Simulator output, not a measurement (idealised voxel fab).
This is a process module. Its name is voxel self aligned vias.
The cross-section on display is named cut; it measures 225 nm wide, and its cells are 5 nm squares.
Format of a cross-section: grid, square cells. Given as bands. Order: top down. Band: one or more rows of cells.
First you get the band's top height and its bottom height, in nm, and then the materials it's made of, left to right, with each width in nm. If you see a single material with "throughout", that one covers the band edge to edge. "empty" is empty space.
Basically, 0 is our baseline, since under it the wafer straight out of the box is all one material. The bottom band has no lower end and keeps on going down, so it looks like "0 nm and below".
Width "30 to 40": first value at the band's top row of cells, second value at its bottom row, equal change from row to row.
It should be understood that the words "remains unaltered", when stated for a given step, signify that the cross-section underwent no change in any of its cells during that step.
Listed in "Sealed cavities": every empty space of 8 or more cells without an open way to the top. Form: width x height at distance, the distance being from the left edge, all in nm.
Post-settings text on a step line: simulator's own remark regarding the step.
overlay nm: for a step with a mask, the amount by which the mask lay right of where it was planned; a negative amount means left of it.

These are the steps we planned for the process:
1. op RECEIVE | material Si
2. op CONFORMAL_DEP | material SiO2 | thk nm 10
3. op CONFORMAL_DEP | material SiCN | thk nm 5
4. op DIRECTIONAL_DEP | material SiO2 | thk nm 20
5. op PATTERN | tone open | mask id LINES | material resist | width nm 25 | pitch nm 60 | thk nm 15 | overlay nm 0
6. op DIRECTIONAL_ETCH | etch materials SiO2 | depth nm 20
7. op STRIP | etch materials resist
8. op CONFORMAL_DEP | material TiN | thk nm 5
9. op FILL_DEP | material Ru | thk nm 5
10. op CMP | height nm 35
11. op SELECTIVE_ETCH | etch materials W Ru TiN | depth nm 10
12. op FILL_DEP | material SiN | thk nm 5
13. op CMP | height nm 35
14. op DIRECTIONAL_DEP | material SiO2 | thk nm 15
15. op MASKED_ETCH | tone open | mask id VIAS | width nm 45 | pitch nm 120 | etch materials SiO2 | depth nm 15 | overlay nm 0
16. op MASKED_ETCH | tone open | mask id VIAS | width nm 45 | pitch nm 120 | etch materials SiN | depth nm 10 | overlay nm 0
17. op CONFORMAL_DEP | material TiN | thk nm 5
18. op FILL_DEP | material Cu | thk nm 5
19. op CMP | height nm 50
20. op CONFORMAL_DEP | material SiN | thk nm 5

Cross-section of the incoming wafer, state after step 1:
  0 nm and below | Si throughout
  Sealed cavities: none

First wafer of two, sectioned at end of module; run went per plan:
  55 nm to 50 nm | SiN throughout
  50 nm to 40 nm | SiO2 30; TiN 5; Cu 35; TiN 5; SiO2 75; TiN 5; Cu 35; TiN 5; SiO2 30
  40 nm to 35 nm | SiO2 30; TiN 15; Cu 15; TiN 15; SiO2 75; TiN 15; Cu 15; TiN 15; SiO2 30
  35 nm to 30 nm | SiO2 40; TiN 5; Cu 15; TiN 5; SiO2 35; SiN 25; SiO2 35; TiN 5; Cu 15; TiN 5; SiO2 40
  30 nm to 25 nm | SiO2 40; TiN 25; SiO2 35; SiN 25; SiO2 35; TiN 25; SiO2 40
  25 nm to 20 nm | SiO2 40; TiN 5; Ru 15; TiN 5; SiO2 35; TiN 5; Ru 15; TiN 5; SiO2 35; TiN 5; Ru 15; TiN 5; SiO2 40
  20 nm to 15 nm | SiO2 40; TiN 25; SiO2 35; TiN 25; SiO2 35; TiN 25; SiO2 40
  15 nm to 10 nm | SiCN throughout
  10 nm to 0 nm | SiO2 throughout
  0 nm and below | Si throughout
  Sealed cavities: none

End of module, second wafer, cross-section. Started like the first, planned like the first, run with one mistake:
  55 nm to 50 nm | SiN throughout
  50 nm to 40 nm | SiO2 30; TiN 5; Cu 35; TiN 5; SiO2 75; TiN 5; Cu 35; TiN 5; SiO2 30
  40 nm to 35 nm | SiO2 30; TiN 45; SiO2 75; TiN 45; SiO2 30
  35 nm to 25 nm | SiN 30; TiN 10; SiO2 25; TiN 10; SiN 25; SiO2 25; SiN 25; TiN 10; SiO2 25; TiN 10; SiN 30
  25 nm to 20 nm | Ru 35; TiN 5; SiO2 25; TiN 5; Ru 25; TiN 5; SiO2 25; TiN 5; Ru 25; TiN 5; SiO2 25; TiN 5; Ru 35
  20 nm to 15 nm | TiN 40; SiO2 25; TiN 35; SiO2 25; TiN 35; SiO2 25; TiN 40
  15 nm to 10 nm | SiCN throughout
  10 nm to 0 nm | SiO2 throughout
  0 nm and below | Si throughout
  Sealed cavities: none
Diagnosis: it should be noted that step 5 was executed with settings other than those planned, the operation and settings actually applied being op PATTERN | tone cover | mask id LINES | material resist | width nm 25 | pitch nm 60 | thk nm 15 | overlay nm 0
Wafer comparison, final, in cells, second relative to first, materials more or fewer: Cu: 12 fewer; Ru: 15 more; SiN: 34 more; SiO2: 60 fewer; TiN: 23 more
